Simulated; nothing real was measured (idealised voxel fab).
process module | voxel gate over fins
cross-section cut | 290 nm wide | cells 5 nm
A cross-section is a grid of square cells, given in bands from the top down. A band is one or more rows of cells.
Each band's line starts with the height of the band's top and of its bottom, in nm. Then come its materials from left to right, each with its width in nm. One material with "throughout" fills the band from edge to edge. "air" is empty space.
Height 0 is the level under which the wafer as received is all one material. The lowest band goes on downwards, as in "0 down".
A width such as "30 to 40" changes by the same amount from each row of cells to the next, from the band's top row to its bottom row.
"no change" after a step means that no cell of the cross-section changed.
closed voids: empty space of 8 cells or more with no open way to the top, each as width x height at its distance from the left edge, in nm
after a step's settings: what the simulator itself notes on the step
overlay nm, on a step with a mask: how far to the right of its planned place the mask lay; to the left if negative
plan
1 op RECEIVE | material Si
2 op CONFORMAL_DEP | material SiN | thk nm 5
3 op PATTERN | tone cover | mask id FINS | material resist | width nm 15 | pitch nm 40 | thk nm 15 | overlay nm 0
4 op DIRECTIONAL_ETCH | etch materials SiN | depth nm 5
5 op DIRECTIONAL_ETCH | etch materials Si | depth nm 35
6 op STRIP | etch materials resist
7 op OXIDIZE | depth nm 5
8 op FILL_DEP | material SiO2 | thk nm 5
9 op CMP | height nm 5
10 op SELECTIVE_ETCH | etch materials SiO2 | depth nm 20
11 op STRIP | etch materials SiN
12 op CONFORMAL_DEP | material HfO2 | thk nm 5
13 op CONFORMAL_DEP | material TiN | thk nm 5
14 op FILL_DEP | material W | thk nm 15
15 op CMP | height nm 20
16 op CONFORMAL_DEP | material SiN | thk nm 10
as received, after step 1
  0 down: Si throughout
  closed voids: none
a wafer at the end: this start, this plan, one mistake
  30 to 20: SiN throughout
  20 to 10: W throughout
  10 to 5: W 70 | HfO2 25 | W 15 | HfO2 25 | W 15 | HfO2 25 | W 15 | HfO2 25 | W 75
  5 to 0: W 70 | HfO2 5 | TiN 15 | HfO2 5 | W 15 | HfO2 5 | TiN 15 | HfO2 5 | W 15 | HfO2 5 | TiN 15 | HfO2 5 | W 15 | HfO2 5 | TiN 15 | HfO2 5 | W 75
  0 to -5: W 70 | HfO2 5 | TiN 5 | Si 5 | TiN 5 | HfO2 5 | W 15 | HfO2 5 | TiN 5 | Si 5 | TiN 5 | HfO2 5 | W 15 | HfO2 5 | TiN 5 | Si 5 | TiN 5 | HfO2 5 | W 15 | HfO2 5 | TiN 5 | Si 5 | TiN 5 | HfO2 5 | W 75
  -5 to -10: HfO2 75 | TiN 5 | Si 5 | TiN 5 | HfO2 25 | TiN 5 | Si 5 | TiN 5 | HfO2 25 | TiN 5 | Si 5 | TiN 5 | HfO2 25 | TiN 5 | Si 5 | TiN 5 | HfO2 80
  -10 to -15: TiN 80 | Si 5 | TiN 35 | Si 5 | TiN 35 | Si 5 | TiN 35 | Si 5 | TiN 85
  -15 to -40: SiO2 80 | Si 5 | SiO2 35 | Si 5 | SiO2 35 | Si 5 | SiO2 35 | Si 5 | SiO2 85
  -40 down: Si throughout
  closed voids: none
what went wrong: steps 12 and 13 were swapped
